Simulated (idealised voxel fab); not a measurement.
Title: Process Module voxel self aligned vias
Displayed cross-section: cut, width of 220 nm, square cells sized 5 nm.
In what follows, cross-sections appear as grids of square cells, described through bands that run from the top down, where every band is one or more rows of cells.
Each band's line starts with the height of the band's top and of its bottom, in nm. Then come its materials from left to right, each with its width in nm. One material with "throughout" fills the band from edge to edge. "air" is empty space.
Zero point of the height axis is 0; under it, received wafer = one material. Lowest band: continues down indefinitely, "0 nm and below".
Quick explanation for "30 to 40": the width changes in equal steps down the rows of cells, from the first number in the band's top row to the second number in its bottom row.
Step note "nothing was modified" = no cross-section cell changed.
You'll see "Trapped void list" listing empty spaces that have no way open to the top, as long as they're 8 cells or more; the notation is width x height at distance, where the distance is from the left edge, and all of it is in nm.
Anything after a step's settings on that line? It's the simulator's own note about the step.
A step's line can hold "overlay nm"; with a mask on that step, the setting says how far right of the planned place the mask lay, while a negative setting says it lay to the left.
PLAN
step 1: RECEIVE | material Si
step 2: CONFORMAL_DEP | material SiO2 | thk nm 10
step 3: CONFORMAL_DEP | material SiCN | thk nm 5
step 4: DIRECTIONAL_DEP | material SiO2 | thk nm 25
step 5: MASKED_ETCH | tone open | mask id LINES | width nm 30 | pitch nm 60 | etch materials SiO2 | depth nm 25 | overlay nm 0
step 6: CONFORMAL_DEP | material TiN | thk nm 5
step 7: FILL_DEP | material W | thk nm 10
step 8: CMP | height nm 40
step 9: SELECTIVE_ETCH | etch materials W Ru TiN | depth nm 10
step 10: FILL_DEP | material SiN | thk nm 5
step 11: CMP | height nm 40
step 12: DIRECTIONAL_DEP | material SiO2 | thk nm 20
step 13: DIRECTIONAL_DEP | material aC | thk nm 15
step 14: PATTERN | tone open | mask id VIAS | material resist | width nm 40 | pitch nm 120 | thk nm 30 | overlay nm 0
step 15: DIRECTIONAL_ETCH | etch materials aC | depth nm 15
step 16: STRIP | etch materials resist
step 17: DIRECTIONAL_ETCH | etch materials SiO2 | depth nm 20
step 18: DIRECTIONAL_ETCH | etch materials SiN | depth nm 10
step 19: STRIP | etch materials aC
step 20: CONFORMAL_DEP | material TiN | thk nm 5
step 21: FILL_DEP | material Cu | thk nm 5
step 22: CMP | height nm 60
step 23: CONFORMAL_DEP | material SiN | thk nm 5
SO, THE FIRST OF OUR TWO WAFERS, RUN JUST AS WE PLANNED IT
SO THIS IS THE INCOMING WAFER IN CROSS-SECTION - IT'S ALREADY BEEN THROUGH STEP 1
  0 nm and below | Si throughout
  Trapped void list: none
YOU'RE LOOKING AT A CROSS-SECTION OF THE WAFER AFTER STEP 2
  10 nm to 0 nm | SiO2 throughout
  Whatever lies below 0 is exactly as it was before.
YOU'RE LOOKING AT A CROSS-SECTION OF THE WAFER AFTER STEP 3
  15 nm to 10 nm | SiCN throughout
  Whatever lies below 10 is exactly as it was before.
YOU'RE LOOKING AT A CROSS-SECTION OF THE WAFER AFTER STEP 4
  40 nm to 15 nm | SiO2 throughout
  Whatever lies below 15 is exactly as it was before.
YOU'RE LOOKING AT A CROSS-SECTION OF THE WAFER AFTER STEP 5
  40 nm to 15 nm | SiO2=35, then air=30, then SiO2=30, then air=30, then SiO2=30, then air=30, then SiO2=35
  Whatever lies below 15 is exactly as it was before.
YOU'RE LOOKING AT A CROSS-SECTION OF THE WAFER AFTER STEP 6
  45 nm to 40 nm | TiN=40, then air=20, then TiN=40, then air=20, then TiN=40, then air=20, then TiN=40
  40 nm to 20 nm | SiO2=35, then TiN=5, then air=20, then TiN=5, then SiO2=30, then TiN=5, then air=20, then TiN=5, then SiO2=30, then TiN=5, then air=20, then TiN=5, then SiO2=35
  20 nm to 15 nm | SiO2=35, then TiN=30, then SiO2=30, then TiN=30, then SiO2=30, then TiN=30, then SiO2=35
  Whatever lies below 15 is exactly as it was before.
YOU'RE LOOKING AT A CROSS-SECTION OF THE WAFER AFTER STEP 7
  55 nm to 45 nm | W throughout
  45 nm to 40 nm | TiN=40, then W=20, then TiN=40, then W=20, then TiN=40, then W=20, then TiN=40
  40 nm to 20 nm | SiO2=35, then TiN=5, then W=20, then TiN=5, then SiO2=30, then TiN=5, then W=20, then TiN=5, then SiO2=30, then TiN=5, then W=20, then TiN=5, then SiO2=35
  Whatever lies below 20 is exactly as it was before.
YOU'RE LOOKING AT A CROSS-SECTION OF THE WAFER AFTER STEP 8
  40 nm to 20 nm | SiO2=35, then TiN=5, then W=20, then TiN=5, then SiO2=30, then TiN=5, then W=20, then TiN=5, then SiO2=30, then TiN=5, then W=20, then TiN=5, then SiO2=35
  Whatever lies below 20 is exactly as it was before.
YOU'RE LOOKING AT A CROSS-SECTION OF THE WAFER AFTER STEP 9
  40 nm to 30 nm | SiO2=35, then air=30, then SiO2=30, then air=30, then SiO2=30, then air=30, then SiO2=35
  Whatever lies below 30 is exactly as it was before.
YOU'RE LOOKING AT A CROSS-SECTION OF THE WAFER AFTER STEP 10
  45 nm to 40 nm | SiN throughout
  40 nm to 30 nm | SiO2=35, then SiN=30, then SiO2=30, then SiN=30, then SiO2=30, then SiN=30, then SiO2=35
  Whatever lies below 30 is exactly as it was before.
YOU'RE LOOKING AT A CROSS-SECTION OF THE WAFER AFTER STEP 11
  40 nm to 30 nm | SiO2=35, then SiN=30, then SiO2=30, then SiN=30, then SiO2=30, then SiN=30, then SiO2=35
  Whatever lies below 30 is exactly as it was before.
YOU'RE LOOKING AT A CROSS-SECTION OF THE WAFER AFTER STEP 12
  60 nm to 40 nm | SiO2 throughout
  Whatever lies below 40 is exactly as it was before.
YOU'RE LOOKING AT A CROSS-SECTION OF THE WAFER AFTER STEP 13
  75 nm to 60 nm | aC throughout
  Whatever lies below 60 is exactly as it was before.
YOU'RE LOOKING AT A CROSS-SECTION OF THE WAFER AFTER STEP 14
  105 nm to 75 nm | resist=30, then air=40, then resist=80, then air=40, then resist=30
  Whatever lies below 75 is exactly as it was before.
YOU'RE LOOKING AT A CROSS-SECTION OF THE WAFER AFTER STEP 15
  90 nm to 75 nm | resist=30, then air=40, then resist=80, then air=40, then resist=30
  75 nm to 60 nm | aC=30, then air=40, then aC=80, then air=40, then aC=30
  Whatever lies below 60 is exactly as it was before.
YOU'RE LOOKING AT A CROSS-SECTION OF THE WAFER AFTER STEP 16
  75 nm to 60 nm | aC=30, then air=40, then aC=80, then air=40, then aC=30
  Whatever lies below 60 is exactly as it was before.
YOU'RE LOOKING AT A CROSS-SECTION OF THE WAFER AFTER STEP 17
  75 nm to 60 nm | aC=30, then air=40, then aC=80, then air=40, then aC=30
  60 nm to 40 nm | SiO2=30, then air=40, then SiO2=80, then air=40, then SiO2=30
  Whatever lies below 40 is exactly as it was before.
YOU'RE LOOKING AT A CROSS-SECTION OF THE WAFER AFTER STEP 18
  75 nm to 60 nm | aC=30, then air=40, then aC=80, then air=40, then aC=30
  60 nm to 40 nm | SiO2=30, then air=40, then SiO2=80, then air=40, then SiO2=30
  40 nm to 30 nm | SiO2=35, then air=30, then SiO2=30, then SiN=30, then SiO2=30, then air=30, then SiO2=35
  Whatever lies below 30 is exactly as it was before.
YOU'RE LOOKING AT A CROSS-SECTION OF THE WAFER AFTER STEP 19
  60 nm to 40 nm | SiO2=30, then air=40, then SiO2=80, then air=40, then SiO2=30
  Whatever lies below 40 is exactly as it was before.
YOU'RE LOOKING AT A CROSS-SECTION OF THE WAFER AFTER STEP 20
  65 nm to 60 nm | TiN=35, then air=30, then TiN=90, then air=30, then TiN=35
  60 nm to 45 nm | SiO2=30, then TiN=5, then air=30, then TiN=5, then SiO2=80, then TiN=5, then air=30, then TiN=5, then SiO2=30
  45 nm to 40 nm | SiO2=30, then TiN=10, then air=20, then TiN=10, then SiO2=80, then TiN=10, then air=20, then TiN=10, then SiO2=30
  40 nm to 35 nm | SiO2=35, then TiN=5, then air=20, then TiN=5, then SiO2=30, then SiN=30, then SiO2=30, then TiN=5, then air=20, then TiN=5, then SiO2=35
  35 nm to 30 nm | SiO2=35, then TiN=30, then SiO2=30, then SiN=30, then SiO2=30, then TiN=30, then SiO2=35
  Whatever lies below 30 is exactly as it was before.
YOU'RE LOOKING AT A CROSS-SECTION OF THE WAFER AFTER STEP 21
  70 nm to 65 nm | Cu throughout
  65 nm to 60 nm | TiN=35, then Cu=30, then TiN=90, then Cu=30, then TiN=35
  60 nm to 45 nm | SiO2=30, then TiN=5, then Cu=30, then TiN=5, then SiO2=80, then TiN=5, then Cu=30, then TiN=5, then SiO2=30
  45 nm to 40 nm | SiO2=30, then TiN=10, then Cu=20, then TiN=10, then SiO2=80, then TiN=10, then Cu=20, then TiN=10, then SiO2=30
  40 nm to 35 nm | SiO2=35, then TiN=5, then Cu=20, then TiN=5, then SiO2=30, then SiN=30, then SiO2=30, then TiN=5, then Cu=20, then TiN=5, then SiO2=35
  Whatever lies below 35 is exactly as it was before.
YOU'RE LOOKING AT A CROSS-SECTION OF THE WAFER AFTER STEP 22
  60 nm to 45 nm | SiO2=30, then TiN=5, then Cu=30, then TiN=5, then SiO2=80, then TiN=5, then Cu=30, then TiN=5, then SiO2=30
  Whatever lies below 45 is exactly as it was before.
YOU'RE LOOKING AT A CROSS-SECTION OF THE WAFER AFTER STEP 23
  65 nm to 60 nm | SiN throughout
  Whatever lies below 60 is exactly as it was before.
WHAT FOLLOWS CONCERNS THE SECOND WAFER, WHICH STARTED OUT LIKE THE FIRST AND WAS MEANT TO FOLLOW THE VERY SAME PLAN; ONE MISTAKE CREPT IN WHEN IT WAS RUN, BUT EVERYTHING UP TO AND INCLUDING STEP 2 IS THE SAME AS FOR THE FIRST WAFER
WHAT THE SECOND WAFER LOOKS LIKE IN CROSS-SECTION WHEN STEP 3 SHOULD HAVE WRAPPED UP
  35 nm to 0 nm | SiO2 throughout
  Whatever lies below 0 is exactly as it was before.
WHAT THE SECOND WAFER LOOKS LIKE IN CROSS-SECTION WHEN STEP 4 SHOULD HAVE WRAPPED UP
  40 nm to 35 nm | SiCN throughout
  Whatever lies below 35 is exactly as it was before.
What the second wafer looks like in cross-section when step 5 should have wrapped up: nothing was modified
WHAT THE SECOND WAFER LOOKS LIKE IN CROSS-SECTION WHEN STEP 6 SHOULD HAVE WRAPPED UP
  45 nm to 40 nm | TiN throughout
  Whatever lies below 40 is exactly as it was before.
WHAT THE SECOND WAFER LOOKS LIKE IN CROSS-SECTION WHEN STEP 7 SHOULD HAVE WRAPPED UP
  55 nm to 45 nm | W throughout
  Whatever lies below 45 is exactly as it was before.
WHAT THE SECOND WAFER LOOKS LIKE IN CROSS-SECTION WHEN STEP 8 SHOULD HAVE WRAPPED UP
  40 nm to 35 nm | SiCN throughout
  Whatever lies below 35 is exactly as it was before.
What the second wafer looks like in cross-section when step 9 should have wrapped up: nothing was modified
WHAT THE SECOND WAFER LOOKS LIKE IN CROSS-SECTION WHEN STEP 10 SHOULD HAVE WRAPPED UP
  45 nm to 40 nm | SiN throughout
  Whatever lies below 40 is exactly as it was before.
WHAT THE SECOND WAFER LOOKS LIKE IN CROSS-SECTION WHEN STEP 11 SHOULD HAVE WRAPPED UP
  40 nm to 35 nm | SiCN throughout
  Whatever lies below 35 is exactly as it was before.
WHAT THE SECOND WAFER LOOKS LIKE IN CROSS-SECTION WHEN STEP 12 SHOULD HAVE WRAPPED UP
  60 nm to 40 nm | SiO2 throughout
  Whatever lies below 40 is exactly as it was before.
WHAT THE SECOND WAFER LOOKS LIKE IN CROSS-SECTION WHEN STEP 13 SHOULD HAVE WRAPPED UP
  75 nm to 60 nm | aC throughout
  Whatever lies below 60 is exactly as it was before.
WHAT THE SECOND WAFER LOOKS LIKE IN CROSS-SECTION WHEN STEP 14 SHOULD HAVE WRAPPED UP
  105 nm to 75 nm | resist=30, then air=40, then resist=80, then air=40, then resist=30
  Whatever lies below 75 is exactly as it was before.
WHAT THE SECOND WAFER LOOKS LIKE IN CROSS-SECTION WHEN STEP 15 SHOULD HAVE WRAPPED UP
  90 nm to 75 nm | resist=30, then air=40, then resist=80, then air=40, then resist=30
  75 nm to 60 nm | aC=30, then air=40, then aC=80, then air=40, then aC=30
  Whatever lies below 60 is exactly as it was before.
WHAT THE SECOND WAFER LOOKS LIKE IN CROSS-SECTION WHEN STEP 16 SHOULD HAVE WRAPPED UP
  75 nm to 60 nm | aC=30, then air=40, then aC=80, then air=40, then aC=30
  Whatever lies below 60 is exactly as it was before.
WHAT THE SECOND WAFER LOOKS LIKE IN CROSS-SECTION WHEN STEP 17 SHOULD HAVE WRAPPED UP
  75 nm to 60 nm | aC=30, then air=40, then aC=80, then air=40, then aC=30
  60 nm to 40 nm | SiO2=30, then air=40, then SiO2=80, then air=40, then SiO2=30
  Whatever lies below 40 is exactly as it was before.
What the second wafer looks like in cross-section when step 18 should have wrapped up: nothing was modified
WHAT THE SECOND WAFER LOOKS LIKE IN CROSS-SECTION WHEN STEP 19 SHOULD HAVE WRAPPED UP
  60 nm to 40 nm | SiO2=30, then air=40, then SiO2=80, then air=40, then SiO2=30
  Whatever lies below 40 is exactly as it was before.
WHAT THE SECOND WAFER LOOKS LIKE IN CROSS-SECTION WHEN STEP 20 SHOULD HAVE WRAPPED UP
  65 nm to 60 nm | TiN=35, then air=30, then TiN=90, then air=30, then TiN=35
  60 nm to 45 nm | SiO2=30, then TiN=5, then air=30, then TiN=5, then SiO2=80, then TiN=5, then air=30, then TiN=5, then SiO2=30
  45 nm to 40 nm | SiO2=30, then TiN=40, then SiO2=80, then TiN=40, then SiO2=30
  Whatever lies below 40 is exactly as it was before.
WHAT THE SECOND WAFER LOOKS LIKE IN CROSS-SECTION WHEN STEP 21 SHOULD HAVE WRAPPED UP
  70 nm to 65 nm | Cu throughout
  65 nm to 60 nm | TiN=35, then Cu=30, then TiN=90, then Cu=30, then TiN=35
  60 nm to 45 nm | SiO2=30, then TiN=5, then Cu=30, then TiN=5, then SiO2=80, then TiN=5, then Cu=30, then TiN=5, then SiO2=30
  Whatever lies below 45 is exactly as it was before.
WHAT THE SECOND WAFER LOOKS LIKE IN CROSS-SECTION WHEN STEP 22 SHOULD HAVE WRAPPED UP
  60 nm to 45 nm | SiO2=30, then TiN=5, then Cu=30, then TiN=5, then SiO2=80, then TiN=5, then Cu=30, then TiN=5, then SiO2=30
  Whatever lies below 45 is exactly as it was before.
WHAT THE SECOND WAFER LOOKS LIKE IN CROSS-SECTION WHEN STEP 23 SHOULD HAVE WRAPPED UP
  65 nm to 60 nm | SiN throughout
  Whatever lies below 60 is exactly as it was before.
Plan not followed: steps 3 and 4: order swapped relative to plan
Looking at both finished wafers in cells, the second ends up ahead of or behind the first on some materials: Cu -16, SiN -12, SiO2 +90, TiN -38, W -24
